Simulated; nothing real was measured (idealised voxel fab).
The name of this process module is voxel self aligned vias.
Shown is cross-section cut, with a width of 265 nm and square cells of size 5 nm.
Each cross-section below is a grid of square cells, stated as bands in top-down order, with one or more rows of cells making up each band.
It is stipulated that each band's entry specify, in nanometres, the height of the top of the band and then that of its bottom, followed by the materials of the band in left-to-right sequence, each together with its width in nanometres. A single material marked by the word "all across" is understood to fill the band from edge to edge; the word "blank" is understood to denote empty space.
Note: height 0 marks the level under which the wafer is uniformly one material as received. Lowest band unbounded below, written "0 nm and below".
Width spec "30..40" -> top row of cells at first value, bottom row at second value, equal per-row change in between.
A step reported as "changes: none" is a step in which no cell of the cross-section changed.
Basically, "Closed void catalog" tells you about the enclosed voids: empty spaces with no open way to the top, 8 cells or bigger, each written width x height at distance, where distance is from the left edge, all in nm.
It should be noted that, on the line of a given step, the content following the step's settings is a remark produced by the simulator itself with respect to that step.
Steps that use a mask can have "overlay nm" on their line. It says how far the mask sat to the right of where it was meant to be. Negative means to the left.
[Intended process steps]
| 1 | RECEIVE: material Si |
| 2 | CONFORMAL_DEP: material SiO2, thk nm 15 |
| 3 | CONFORMAL_DEP: material SiCN, thk nm 5 |
| 4 | DIRECTIONAL_DEP: material SiO2, thk nm 30 |
| 5 | MASKED_ETCH: tone open, mask id LINES, width nm 25, pitch nm 60, etch materials SiO2, depth nm 30, overlay nm 0 |
| 6 | CONFORMAL_DEP: material TiN, thk nm 5 |
| 7 | FILL_DEP: material W, thk nm 5 |
| 8 | CMP: height nm 50 |
| 9 | SELECTIVE_ETCH: etch materials W Ru TiN, depth nm 10 |
| 10 | FILL_DEP: material SiN, thk nm 10 |
| 11 | CMP: height nm 50 |
| 12 | DIRECTIONAL_DEP: material SiO2, thk nm 15 |
| 13 | MASKED_ETCH: tone open, mask id VIAS, width nm 45, pitch nm 60, etch materials SiO2, depth nm 15, overlay nm 0 |
| 14 | MASKED_ETCH: tone open, mask id VIAS, width nm 45, pitch nm 60, etch materials SiN, depth nm 10, overlay nm 0 |
| 15 | CONFORMAL_DEP: material TiN, thk nm 5 |
| 16 | FILL_DEP: material Ru, thk nm 5 |
| 17 | CMP: height nm 65 |
| 18 | CONFORMAL_DEP: material SiCN, thk nm 5 |
[On the first of the two wafers: run conducted according to plan]
[Shown in cross-section is the wafer as received, that is, as it stands after step 1]
	0 nm and below | Si all across
	Closed void catalog: none
[Upon completion of step 2, the wafer appears in cross-section as shown]
	15 nm to 0 nm | SiO2 all across
	Below 0 it's all the same as before, nothing changed down there.
[Upon completion of step 3, the wafer appears in cross-section as shown]
	20 nm to 15 nm | SiCN all across
	Below 15 it's all the same as before, nothing changed down there.
[Upon completion of step 4, the wafer appears in cross-section as shown]
	50 nm to 20 nm | SiO2 all across
	Below 20 it's all the same as before, nothing changed down there.
[Upon completion of step 5, the wafer appears in cross-section as shown]
	50 nm to 20 nm | SiO2 (60)  blank (25)  SiO2 (35)  blank (25)  SiO2 (35)  blank (25)  SiO2 (60)
	Below 20 it's all the same as before, nothing changed down there.
[Upon completion of step 6, the wafer appears in cross-section as shown]
	55 nm to 50 nm | TiN (65)  blank (15)  TiN (45)  blank (15)  TiN (45)  blank (15)  TiN (65)
	50 nm to 25 nm | SiO2 (60)  TiN (5)  blank (15)  TiN (5)  SiO2 (35)  TiN (5)  blank (15)  TiN (5)  SiO2 (35)  TiN (5)  blank (15)  TiN (5)  SiO2 (60)
	25 nm to 20 nm | SiO2 (60)  TiN (25)  SiO2 (35)  TiN (25)  SiO2 (35)  TiN (25)  SiO2 (60)
	Below 20 it's all the same as before, nothing changed down there.
[Upon completion of step 7, the wafer appears in cross-section as shown]
	60 nm to 55 nm | W all across
	55 nm to 50 nm | TiN (65)  W (15)  TiN (45)  W (15)  TiN (45)  W (15)  TiN (65)
	50 nm to 25 nm | SiO2 (60)  TiN (5)  W (15)  TiN (5)  SiO2 (35)  TiN (5)  W (15)  TiN (5)  SiO2 (35)  TiN (5)  W (15)  TiN (5)  SiO2 (60)
	Below 25 it's all the same as before, nothing changed down there.
[Upon completion of step 8, the wafer appears in cross-section as shown]
	50 nm to 25 nm | SiO2 (60)  TiN (5)  W (15)  TiN (5)  SiO2 (35)  TiN (5)  W (15)  TiN (5)  SiO2 (35)  TiN (5)  W (15)  TiN (5)  SiO2 (60)
	Below 25 it's all the same as before, nothing changed down there.
[Upon completion of step 9, the wafer appears in cross-section as shown]
	50 nm to 40 nm | SiO2 (60)  blank (25)  SiO2 (35)  blank (25)  SiO2 (35)  blank (25)  SiO2 (60)
	Below 40 it's all the same as before, nothing changed down there.
[Upon completion of step 10, the wafer appears in cross-section as shown]
	60 nm to 50 nm | SiN all across
	50 nm to 40 nm | SiO2 (60)  SiN (25)  SiO2 (35)  SiN (25)  SiO2 (35)  SiN (25)  SiO2 (60)
	Below 40 it's all the same as before, nothing changed down there.
[Upon completion of step 11, the wafer appears in cross-section as shown]
	50 nm to 40 nm | SiO2 (60)  SiN (25)  SiO2 (35)  SiN (25)  SiO2 (35)  SiN (25)  SiO2 (60)
	Below 40 it's all the same as before, nothing changed down there.
[Upon completion of step 12, the wafer appears in cross-section as shown]
	65 nm to 50 nm | SiO2 all across
	Below 50 it's all the same as before, nothing changed down there.
[Upon completion of step 13, the wafer appears in cross-section as shown]
	65 nm to 50 nm | SiO2 (50)  blank (45)  SiO2 (15)  blank (45)  SiO2 (15)  blank (45)  SiO2 (50)
	Below 50 it's all the same as before, nothing changed down there.
[Upon completion of step 14, the wafer appears in cross-section as shown]
	65 nm to 50 nm | SiO2 (50)  blank (45)  SiO2 (15)  blank (45)  SiO2 (15)  blank (45)  SiO2 (50)
	50 nm to 40 nm | SiO2 (60)  blank (25)  SiO2 (35)  blank (25)  SiO2 (35)  blank (25)  SiO2 (60)
	Below 40 it's all the same as before, nothing changed down there.
[Upon completion of step 15, the wafer appears in cross-section as shown]
	70 nm to 65 nm | TiN (55)  blank (35)  TiN (25)  blank (35)  TiN (25)  blank (35)  TiN (55)
	65 nm to 55 nm | SiO2 (50)  TiN (5)  blank (35)  TiN (5)  SiO2 (15)  TiN (5)  blank (35)  TiN (5)  SiO2 (15)  TiN (5)  blank (35)  TiN (5)  SiO2 (50)
	55 nm to 45 nm | SiO2 (50..60)  TiN (15..5)  blank (15)  TiN (15..5)  SiO2 (15..35)  TiN (15..5)  blank (15)  TiN (15..5)  SiO2 (15..35)  TiN (15..5)  blank (15)  TiN (15..5)  SiO2 (50..60)
	45 nm to 40 nm | SiO2 (60)  TiN (25)  SiO2 (35)  TiN (25)  SiO2 (35)  TiN (25)  SiO2 (60)
	Below 40 it's all the same as before, nothing changed down there.
[Upon completion of step 16, the wafer appears in cross-section as shown]
	75 nm to 70 nm | Ru all across
	70 nm to 65 nm | TiN (55)  Ru (35)  TiN (25)  Ru (35)  TiN (25)  Ru (35)  TiN (55)
	65 nm to 55 nm | SiO2 (50)  TiN (5)  Ru (35)  TiN (5)  SiO2 (15)  TiN (5)  Ru (35)  TiN (5)  SiO2 (15)  TiN (5)  Ru (35)  TiN (5)  SiO2 (50)
	55 nm to 45 nm | SiO2 (50..60)  TiN (15..5)  Ru (15)  TiN (15..5)  SiO2 (15..35)  TiN (15..5)  Ru (15)  TiN (15..5)  SiO2 (15..35)  TiN (15..5)  Ru (15)  TiN (15..5)  SiO2 (50..60)
	Below 45 it's all the same as before, nothing changed down there.
[Upon completion of step 17, the wafer appears in cross-section as shown]
	65 nm to 55 nm | SiO2 (50)  TiN (5)  Ru (35)  TiN (5)  SiO2 (15)  TiN (5)  Ru (35)  TiN (5)  SiO2 (15)  TiN (5)  Ru (35)  TiN (5)  SiO2 (50)
	Below 55 it's all the same as before, nothing changed down there.
[Upon completion of step 18, the wafer appears in cross-section as shown]
	70 nm to 65 nm | SiCN all across
	Below 65 it's all the same as before, nothing changed down there.
[Second wafer. Start and plan as for the first. One mistake made in running. Agrees with the first up to and including step 11]
[Cross-section of the second wafer corresponding to the planned conclusion of step 12]
	50 nm to 40 nm | SiO2 (50)  blank (10)  SiN (25)  blank (10)  SiO2 (15)  blank (10)  SiN (25)  blank (10)  SiO2 (15)  blank (10)  SiN (25)  blank (10)  SiO2 (50)
	40 nm to 35 nm | SiO2 (50)  blank (10)  TiN (5)  W (15)  TiN (5)  blank (10)  SiO2 (15)  blank (10)  TiN (5)  W (15)  TiN (5)  blank (10)  SiO2 (15)  blank (10)  TiN (5)  W (15)  TiN (5)  blank (10)  SiO2 (50)
	Below 35 it's all the same as before, nothing changed down there.
[Cross-section of the second wafer corresponding to the planned conclusion of step 13]
	65 nm to 50 nm | SiO2 (50)  blank (10)  SiO2 (25)  blank (10)  SiO2 (15)  blank (10)  SiO2 (25)  blank (10)  SiO2 (15)  blank (10)  SiO2 (25)  blank (10)  SiO2 (50)
	50 nm to 40 nm | SiO2 (60)  SiN (25)  SiO2 (35)  SiN (25)  SiO2 (35)  SiN (25)  SiO2 (60)
	40 nm to 25 nm | SiO2 (60)  TiN (5)  W (15)  TiN (5)  SiO2 (35)  TiN (5)  W (15)  TiN (5)  SiO2 (35)  TiN (5)  W (15)  TiN (5)  SiO2 (60)
	Below 25 it's all the same as before, nothing changed down there.
Cross-section of the second wafer corresponding to the planned conclusion of step 14: changes: none
[Cross-section of the second wafer corresponding to the planned conclusion of step 15]
	70 nm to 65 nm | TiN all across
	65 nm to 50 nm | SiO2 (50)  TiN (10)  SiO2 (25)  TiN (10)  SiO2 (15)  TiN (10)  SiO2 (25)  TiN (10)  SiO2 (15)  TiN (10)  SiO2 (25)  TiN (10)  SiO2 (50)
	Below 50 it's all the same as before, nothing changed down there.
[Cross-section of the second wafer corresponding to the planned conclusion of step 16]
	75 nm to 70 nm | Ru all across
	Below 70 it's all the same as before, nothing changed down there.
[Cross-section of the second wafer corresponding to the planned conclusion of step 17]
	65 nm to 50 nm | SiO2 (50)  TiN (10)  SiO2 (25)  TiN (10)  SiO2 (15)  TiN (10)  SiO2 (25)  TiN (10)  SiO2 (15)  TiN (10)  SiO2 (25)  TiN (10)  SiO2 (50)
	Below 50 it's all the same as before, nothing changed down there.
[Cross-section of the second wafer corresponding to the planned conclusion of step 18]
	70 nm to 65 nm | SiCN all across
	Below 65 it's all the same as before, nothing changed down there.
Want to know what went wrong? deviation from plan: step 13 and step 12 executed in one another's positions
Looking at both finished wafers in cells, the second ends up ahead of or behind the first on some materials: Ru -60 | SiN +30 | SiO2 +45 | TiN -15
